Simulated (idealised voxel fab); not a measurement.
Presented below is a process module, voxel fin reveal.
200 nm wide, 5 nm square cells: that's cross-section cut.
Cross-sections here: square-cell grids, written as top-down lists of bands, a band being one or more rows of cells.
Heights first: top, then bottom, in nm. Then materials, left to right, each with a width in nm. "all across" on a single material: fills the band edge to edge. "air": empty space.
Heights are measured from 0, the level below which the as-received wafer is all one material; the lowest band has no bottom and continues downward, written as in "from 0 down".
Think of "30..40" as a width that walks from the first number to the second as you go down the band, top row to bottom row, taking equal-sized steps from row to row.
Where a step carries "remained the same", the cross-section came out of it unchanged, cell for cell.
So "Closed void listing" is basically the list of trapped voids: any empty space of 8 cells or more that can't reach the top through an opening. They're written width x height at distance, the distance being from the left edge, and it's all nm.
What comes after the settings on a step's line is commentary from the simulator itself on that step.
For masked steps, "overlay nm" on the step line gives how far right of plan the mask actually lay; a minus sign means it lay to the left.

-- So here's the lineup of process steps we planned
1: RECEIVE [material Si]
2: CONFORMAL_DEP [material SiN] [thk nm 5]
3: DIRECTIONAL_DEP [material aC] [thk nm 10]
4: PATTERN [tone cover] [mask id FINS] [material resist] [width nm 15] [pitch nm 35] [thk nm 30] [overlay nm -15]
5: DIRECTIONAL_ETCH [etch materials aC] [depth nm 10]
6: STRIP [etch materials resist]
7: DIRECTIONAL_ETCH [etch materials SiN] [depth nm 5]
8: DIRECTIONAL_ETCH [etch materials Si] [depth nm 35]
9: STRIP [etch materials aC]
10: OXIDIZE [depth nm 5]
11: FILL_DEP [material SiO2] [thk nm 5]
12: CMP [height nm 5]
13: SELECTIVE_ETCH [etch materials SiO2] [depth nm 20]
14: STRIP [etch materials SiN]
Same starting wafers, different overlay nm at step 4. Plan value belongs to the first wafer.

-- Incoming state of the first of several wafers in cross-section: after step 1
- from 0 down | Si all across
- Closed void listing: none

-- Take any row and you have a wafer at the end of the module: how many cells of each material it has gained (+) or lost (-) since it was received, and then its closed voids
overlay nm -15; -288 Si; +180 SiO2; Closed void listing: none
overlay nm -10; -288 Si; +180 SiO2; Closed void listing: none
overlay nm -5; -288 Si; +180 SiO2; Closed void listing: none
overlay nm 0; -288 Si; +180 SiO2; Closed void listing: none
overlay nm 5; -288 Si; +180 SiO2; Closed void listing: none
overlay nm 10; -288 Si; +180 SiO2; Closed void listing: none
overlay nm 15; -288 Si; +180 SiO2; Closed void listing: none
